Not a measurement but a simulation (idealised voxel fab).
process module | voxel wiring stack
cross-section cut | 260 nm wide | cells 5 nm
A cross-section is a grid of square cells, given in bands from the top down. A band is one or more rows of cells.
Each band's line starts with the height of the band's top and of its bottom, in nm. Then come its materials from left to right, each with its width in nm. One material with "throughout" fills the band from edge to edge. "air" is empty space.
Height 0 is the level under which the wafer as received is all one material. The lowest band goes on downwards, as in "0 down".
A width such as "30 to 40" changes by the same amount from each row of cells to the next, from the band's top row to its bottom row.
"no change" after a step means that no cell of the cross-section changed.
closed voids: empty space of 8 cells or more with no open way to the top, each as width x height at its distance from the left edge, in nm
after a step's settings: what the simulator itself notes on the step
overlay nm, on a step with a mask: how far to the right of its planned place the mask lay; to the left if negative
plan
1 op RECEIVE | material Si
2 op CONFORMAL_DEP | material SiO2 | thk nm 15
3 op CONFORMAL_DEP | material SiN | thk nm 5
4 op DIRECTIONAL_DEP | material SiO2 | thk nm 15
5 op PATTERN | tone open | mask id METAL_1 | material resist | width nm 30 | pitch nm 60 | thk nm 15 | overlay nm 0
6 op DIRECTIONAL_ETCH | etch materials SiO2 | depth nm 15
7 op DIRECTIONAL_ETCH | etch materials SiN | depth nm 5
8 op STRIP | etch materials resist
9 op CONFORMAL_DEP | material TiN | thk nm 5
10 op FILL_DEP | material W | thk nm 5
11 op CMP | height nm 35
12 op EPI | material Ru | thk nm 5
13 op FILL_DEP | material SiCN | thk nm 5
14 op DIRECTIONAL_DEP | material lowk | thk nm 30
15 op DIRECTIONAL_DEP | material aC | thk nm 10
16 op PATTERN | tone open | mask id METAL_2 | material resist | width nm 30 | pitch nm 60 | thk nm 25 | overlay nm 0
17 op DIRECTIONAL_ETCH | etch materials aC | depth nm 10
18 op STRIP | etch materials resist
19 op DIRECTIONAL_ETCH | etch materials lowk | depth nm 20
20 op STRIP | etch materials aC
21 op DIRECTIONAL_DEP | material aC | thk nm 15
22 op PATTERN | tone open | mask id METAL_2_HOLES | material resist | width nm 15 | pitch nm 120 | thk nm 30 | overlay nm 0
23 op DIRECTIONAL_ETCH | etch materials aC | depth nm 15
24 op STRIP | etch materials resist
25 op DIRECTIONAL_ETCH | etch materials lowk | depth nm 10
26 op DIRECTIONAL_ETCH | etch materials SiCN | depth nm 5
27 op STRIP | etch materials aC
28 op CONFORMAL_DEP | material TiN | thk nm 5
29 op FILL_DEP | material Cu | thk nm 5
30 op CMP | height nm 75
31 op CONFORMAL_DEP | material SiCN | thk nm 5
32 op DIRECTIONAL_DEP | material lowk | thk nm 15
33 op MASKED_ETCH | tone open | mask id PLUG_2 | width nm 15 | pitch nm 120 | etch materials lowk | depth nm 15 | overlay nm 0
34 op MASKED_ETCH | tone open | mask id PLUG_2 | width nm 15 | pitch nm 120 | etch materials SiCN | depth nm 5 | overlay nm 0
35 op EPI | material Ru | thk nm 10
36 op EPI | material Ru | thk nm 10
37 op DIRECTIONAL_DEP | material TiN | thk nm 5
38 op DIRECTIONAL_DEP | material Ru | thk nm 25
39 op MASKED_ETCH | tone cover | mask id METAL_3 | width nm 30 | pitch nm 60 | etch materials Ru | depth nm 25 | overlay nm 0
40 op MASKED_ETCH | tone cover | mask id METAL_3 | width nm 30 | pitch nm 60 | etch materials TiN | depth nm 5 | overlay nm 0
41 op CONFORMAL_DEP | material SiN | thk nm 5
42 op FILL_DEP | material SiO2 | thk nm 5
43 op CMP | height nm 125
44 op CONFORMAL_DEP | material SiN | thk nm 5
first wafer, as planned
as received, after step 1
  0 down: Si throughout
  closed voids: none
after step 2
  15 to 0: SiO2 throughout
  below 0: unchanged
after step 3
  20 to 15: SiN throughout
  below 15: unchanged
after step 4
  35 to 20: SiO2 throughout
  below 20: unchanged
after step 5
  50 to 35: resist 55 | air 30 | resist 30 | air 30 | resist 30 | air 30 | resist 55
  below 35: unchanged
after step 6
  50 to 35: resist 55 | air 30 | resist 30 | air 30 | resist 30 | air 30 | resist 55
  35 to 20: SiO2 55 | air 30 | SiO2 30 | air 30 | SiO2 30 | air 30 | SiO2 55
  below 20: unchanged
after step 7
  50 to 35: resist 55 | air 30 | resist 30 | air 30 | resist 30 | air 30 | resist 55
  35 to 20: SiO2 55 | air 30 | SiO2 30 | air 30 | SiO2 30 | air 30 | SiO2 55
  20 to 15: SiN 55 | air 30 | SiN 30 | air 30 | SiN 30 | air 30 | SiN 55
  below 15: unchanged
after step 8
  35 to 20: SiO2 55 | air 30 | SiO2 30 | air 30 | SiO2 30 | air 30 | SiO2 55
  below 20: unchanged
after step 9
  40 to 35: TiN 60 | air 20 | TiN 40 | air 20 | TiN 40 | air 20 | TiN 60
  35 to 20: SiO2 55 | TiN 5 | air 20 | TiN 5 | SiO2 30 | TiN 5 | air 20 | TiN 5 | SiO2 30 | TiN 5 | air 20 | TiN 5 | SiO2 55
  20 to 15: SiN 55 | TiN 30 | SiN 30 | TiN 30 | SiN 30 | TiN 30 | SiN 55
  below 15: unchanged
after step 10
  45 to 40: W throughout
  40 to 35: TiN 60 | W 20 | TiN 40 | W 20 | TiN 40 | W 20 | TiN 60
  35 to 20: SiO2 55 | TiN 5 | W 20 | TiN 5 | SiO2 30 | TiN 5 | W 20 | TiN 5 | SiO2 30 | TiN 5 | W 20 | TiN 5 | SiO2 55
  below 20: unchanged
after step 11
  35 to 20: SiO2 55 | TiN 5 | W 20 | TiN 5 | SiO2 30 | TiN 5 | W 20 | TiN 5 | SiO2 30 | TiN 5 | W 20 | TiN 5 | SiO2 55
  below 20: unchanged
after step 12
  40 to 35: air 50 | Ru 40 | air 20 | Ru 40 | air 20 | Ru 40 | air 50
  below 35: unchanged
after step 13
  45 to 40: SiCN throughout
  40 to 35: SiCN 50 | Ru 40 | SiCN 20 | Ru 40 | SiCN 20 | Ru 40 | SiCN 50
  below 35: unchanged
after step 14
  75 to 45: lowk throughout
  below 45: unchanged
after step 15
  85 to 75: aC throughout
  below 75: unchanged
after step 16
  110 to 85: resist 55 | air 30 | resist 30 | air 30 | resist 30 | air 30 | resist 55
  below 85: unchanged
after step 17
  100 to 85: resist 55 | air 30 | resist 30 | air 30 | resist 30 | air 30 | resist 55
  85 to 75: aC 55 | air 30 | aC 30 | air 30 | aC 30 | air 30 | aC 55
  below 75: unchanged
after step 18
  85 to 75: aC 55 | air 30 | aC 30 | air 30 | aC 30 | air 30 | aC 55
  below 75: unchanged
after step 19
  85 to 75: aC 55 | air 30 | aC 30 | air 30 | aC 30 | air 30 | aC 55
  75 to 55: lowk 55 | air 30 | lowk 30 | air 30 | lowk 30 | air 30 | lowk 55
  below 55: unchanged
after step 20
  75 to 55: lowk 55 | air 30 | lowk 30 | air 30 | lowk 30 | air 30 | lowk 55
  below 55: unchanged
after step 21
  90 to 75: aC 55 | air 30 | aC 30 | air 30 | aC 30 | air 30 | aC 55
  75 to 70: lowk 55 | air 30 | lowk 30 | air 30 | lowk 30 | air 30 | lowk 55
  70 to 55: lowk 55 | aC 30 | lowk 30 | aC 30 | lowk 30 | aC 30 | lowk 55
  below 55: unchanged
after step 22
  120 to 90: resist 55 | air 15 | resist 105 | air 15 | resist 70
  90 to 75: aC 55 | air 15 | resist 15 | aC 30 | resist 30 | aC 30 | air 15 | resist 15 | aC 55
  75 to 70: lowk 55 | air 15 | resist 15 | lowk 30 | resist 30 | lowk 30 | air 15 | resist 15 | lowk 55
  below 70: unchanged
after step 23
  105 to 90: resist 55 | air 15 | resist 105 | air 15 | resist 70
  90 to 75: aC 55 | air 15 | resist 15 | aC 30 | resist 30 | aC 30 | air 15 | resist 15 | aC 55
  75 to 70: lowk 55 | air 15 | resist 15 | lowk 30 | resist 30 | lowk 30 | air 15 | resist 15 | lowk 55
  70 to 55: lowk 55 | air 15 | aC 15 | lowk 30 | aC 30 | lowk 30 | air 15 | aC 15 | lowk 55
  below 55: unchanged
after step 24
  90 to 75: aC 55 | air 30 | aC 30 | air 30 | aC 30 | air 30 | aC 55
  75 to 70: lowk 55 | air 30 | lowk 30 | air 30 | lowk 30 | air 30 | lowk 55
  below 70: unchanged
after step 25
  90 to 75: aC 55 | air 30 | aC 30 | air 30 | aC 30 | air 30 | aC 55
  75 to 70: lowk 55 | air 30 | lowk 30 | air 30 | lowk 30 | air 30 | lowk 55
  70 to 55: lowk 55 | air 15 | aC 15 | lowk 30 | aC 30 | lowk 30 | air 15 | aC 15 | lowk 55
  55 to 45: lowk 55 | air 15 | lowk 105 | air 15 | lowk 70
  below 45: unchanged
after step 26
  90 to 75: aC 55 | air 30 | aC 30 | air 30 | aC 30 | air 30 | aC 55
  75 to 70: lowk 55 | air 30 | lowk 30 | air 30 | lowk 30 | air 30 | lowk 55
  70 to 55: lowk 55 | air 15 | aC 15 | lowk 30 | aC 30 | lowk 30 | air 15 | aC 15 | lowk 55
  55 to 45: lowk 55 | air 15 | lowk 105 | air 15 | lowk 70
  45 to 40: SiCN 55 | air 15 | SiCN 105 | air 15 | SiCN 70
  below 40: unchanged
after step 27
  75 to 55: lowk 55 | air 30 | lowk 30 | air 30 | lowk 30 | air 30 | lowk 55
  below 55: unchanged
after step 28
  80 to 75: TiN 60 | air 20 | TiN 40 | air 20 | TiN 40 | air 20 | TiN 60
  75 to 60: lowk 55 | TiN 5 | air 20 | TiN 5 | lowk 30 | TiN 5 | air 20 | TiN 5 | lowk 30 | TiN 5 | air 20 | TiN 5 | lowk 55
  60 to 55: lowk 55 | TiN 5 | air 5 | TiN 20 | lowk 30 | TiN 30 | lowk 30 | TiN 5 | air 5 | TiN 20 | lowk 55
  55 to 45: lowk 55 | TiN 5 | air 5 | TiN 5 | lowk 105 | TiN 5 | air 5 | TiN 5 | lowk 70
  45 to 40: SiCN 55 | TiN 15 | SiCN 105 | TiN 15 | SiCN 70
  below 40: unchanged
after step 29
  85 to 80: Cu throughout
  80 to 75: TiN 60 | Cu 20 | TiN 40 | Cu 20 | TiN 40 | Cu 20 | TiN 60
  75 to 60: lowk 55 | TiN 5 | Cu 20 | TiN 5 | lowk 30 | TiN 5 | Cu 20 | TiN 5 | lowk 30 | TiN 5 | Cu 20 | TiN 5 | lowk 55
  60 to 55: lowk 55 | TiN 5 | Cu 5 | TiN 20 | lowk 30 | TiN 30 | lowk 30 | TiN 5 | Cu 5 | TiN 20 | lowk 55
  55 to 45: lowk 55 | TiN 5 | Cu 5 | TiN 5 | lowk 105 | TiN 5 | Cu 5 | TiN 5 | lowk 70
  below 45: unchanged
after step 30
  75 to 60: lowk 55 | TiN 5 | Cu 20 | TiN 5 | lowk 30 | TiN 5 | Cu 20 | TiN 5 | lowk 30 | TiN 5 | Cu 20 | TiN 5 | lowk 55
  below 60: unchanged
after step 31
  80 to 75: SiCN throughout
  below 75: unchanged
after step 32
  95 to 80: lowk throughout
  below 80: unchanged
after step 33
  95 to 80: lowk 55 | air 15 | lowk 105 | air 15 | lowk 70
  below 80: unchanged
after step 34
  95 to 80: lowk 55 | air 15 | lowk 105 | air 15 | lowk 70
  80 to 75: SiCN 55 | air 15 | SiCN 105 | air 15 | SiCN 70
  below 75: unchanged
after step 35
  95 to 85: lowk 55 | air 15 | lowk 105 | air 15 | lowk 70
  85 to 80: lowk 55 | Ru 15 | lowk 105 | Ru 15 | lowk 70
  80 to 75: SiCN 55 | Ru 15 | SiCN 105 | Ru 15 | SiCN 70
  below 75: unchanged
after step 36
  95 to 80: lowk 55 | Ru 15 | lowk 105 | Ru 15 | lowk 70
  below 80: unchanged
after step 37
  100 to 95: TiN throughout
  below 95: unchanged
after step 38
  125 to 100: Ru throughout
  below 100: unchanged
after step 39
  125 to 100: air 55 | Ru 30 | air 30 | Ru 30 | air 30 | Ru 30 | air 55
  below 100: unchanged
after step 40
  125 to 100: air 55 | Ru 30 | air 30 | Ru 30 | air 30 | Ru 30 | air 55
  100 to 95: air 55 | TiN 30 | air 30 | TiN 30 | air 30 | TiN 30 | air 55
  below 95: unchanged
after step 41
  130 to 125: air 50 | SiN 40 | air 20 | SiN 40 | air 20 | SiN 40 | air 50
  125 to 100: air 50 | SiN 5 | Ru 30 | SiN 5 | air 20 | SiN 5 | Ru 30 | SiN 5 | air 20 | SiN 5 | Ru 30 | SiN 5 | air 50
  100 to 95: SiN 55 | TiN 30 | SiN 30 | TiN 30 | SiN 30 | TiN 30 | SiN 55
  below 95: unchanged
after step 42
  135 to 130: SiO2 throughout
  130 to 125: SiO2 50 | SiN 40 | SiO2 20 | SiN 40 | SiO2 20 | SiN 40 | SiO2 50
  125 to 100: SiO2 50 | SiN 5 | Ru 30 | SiN 5 | SiO2 20 | SiN 5 | Ru 30 | SiN 5 | SiO2 20 | SiN 5 | Ru 30 | SiN 5 | SiO2 50
  below 100: unchanged
after step 43
  125 to 100: SiO2 50 | SiN 5 | Ru 30 | SiN 5 | SiO2 20 | SiN 5 | Ru 30 | SiN 5 | SiO2 20 | SiN 5 | Ru 30 | SiN 5 | SiO2 50
  below 100: unchanged
after step 44
  130 to 125: SiN throughout
  below 125: unchanged
second wafer: like start, like plan, one mistake. Through step 36 it matches the first wafer
when step 37 should have ended
  120 to 95: Ru throughout
  below 95: unchanged
when step 38 should have ended
  125 to 120: TiN throughout
  below 120: unchanged
when step 39 should have ended: no change
when step 40 should have ended
  125 to 120: air 55 | TiN 30 | air 30 | TiN 30 | air 30 | TiN 30 | air 55
  below 120: unchanged
when step 41 should have ended
  130 to 125: air 50 | SiN 40 | air 20 | SiN 40 | air 20 | SiN 40 | air 50
  125 to 120: SiN 55 | TiN 30 | SiN 30 | TiN 30 | SiN 30 | TiN 30 | SiN 55
  below 120: unchanged
when step 42 should have ended
  135 to 130: SiO2 throughout
  130 to 125: SiO2 50 | SiN 40 | SiO2 20 | SiN 40 | SiO2 20 | SiN 40 | SiO2 50
  below 125: unchanged
when step 43 should have ended
  125 to 120: SiN 55 | TiN 30 | SiN 30 | TiN 30 | SiN 30 | TiN 30 | SiN 55
  below 120: unchanged
when step 44 should have ended
  130 to 125: SiN throughout
  below 125: unchanged
what went wrong: steps 37 and 38 were swapped
at the end the second wafer has, in cells: 170 more of Ru | 30 fewer of SiN | 140 fewer of SiO2
